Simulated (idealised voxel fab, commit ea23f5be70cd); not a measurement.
Name of the process module below: voxel spacer lines
Pictured: cross-section cut, 205 nm wide, on a grid of 5 nm square cells.
A cross-section in this document is a grid of square cells, and it is written down as bands, the top band listed before the ones below it; a band is made up of one or more rows of cells.
In this notation a band is specified by the heights of its top and bottom, in that order and in nm, after which its materials appear from left to right, each paired with its width in nm. The word "edge to edge" attached to a single material means that material fills the band from edge to edge; the word "empty" stands for empty space.
Note: height 0 marks the level under which the wafer is uniformly one material as received. Lowest band unbounded below, written "0..down".
With a width like "30..40", each row of cells in the band differs from the next by the same amount, the top row carrying the first number and the bottom row the second.
It should be understood that the words "no alterations made", when stated for a given step, signify that the cross-section underwent no change in any of its cells during that step.
Empty spaces without an open route to the top, at least 8 cells in extent, make up the entry "Enclosed void listing"; each is given as width x height at distance, where the distance is measured from the left edge, and all are in nm.
Step line, after settings: the simulator's comment on this step.
overlay nm: right-of-plan distance of the mask on a masked step; negative values mean left-of-plan.
## Set out below are the planned steps of the process
1: RECEIVE, material Si
2: CONFORMAL_DEP, material Al2O3, thk nm 10
3: DIRECTIONAL_DEP, material W, thk nm 15
4: DIRECTIONAL_DEP, material aC, thk nm 20
5: PATTERN, tone cover, mask id MANDREL, material resist, width nm 15, pitch nm 50, thk nm 25, overlay nm 0
6: DIRECTIONAL_ETCH, etch materials aC, depth nm 20
7: STRIP, etch materials resist
8: CONFORMAL_DEP, material SiO2, thk nm 10
9: DIRECTIONAL_ETCH, etch materials SiO2, depth nm 10
10: STRIP, etch materials aC
11: DIRECTIONAL_ETCH, etch materials W, depth nm 15
12: STRIP, etch materials SiO2
13: FILL_DEP, material SiO2, thk nm 10
14: CMP, height nm 25
## As-received state of the wafer in cross-section, equivalent to post-step 1
  0..down: Si edge to edge
  Enclosed void listing: none
## Post-module cross-section: identical start and plan to those above, one misstep in execution
  25..10: Al2O3: 60; W: 10; Al2O3: 15; W: 10; Al2O3: 15; W: 10; Al2O3: 15; W: 10; Al2O3: 60
  10..0: Al2O3 edge to edge
  0..down: Si edge to edge
  Enclosed void listing: none
Here's what went sideways: note that step 13 departed from the planned setting and was carried out as FILL_DEP, material Al2O3, thk nm 10
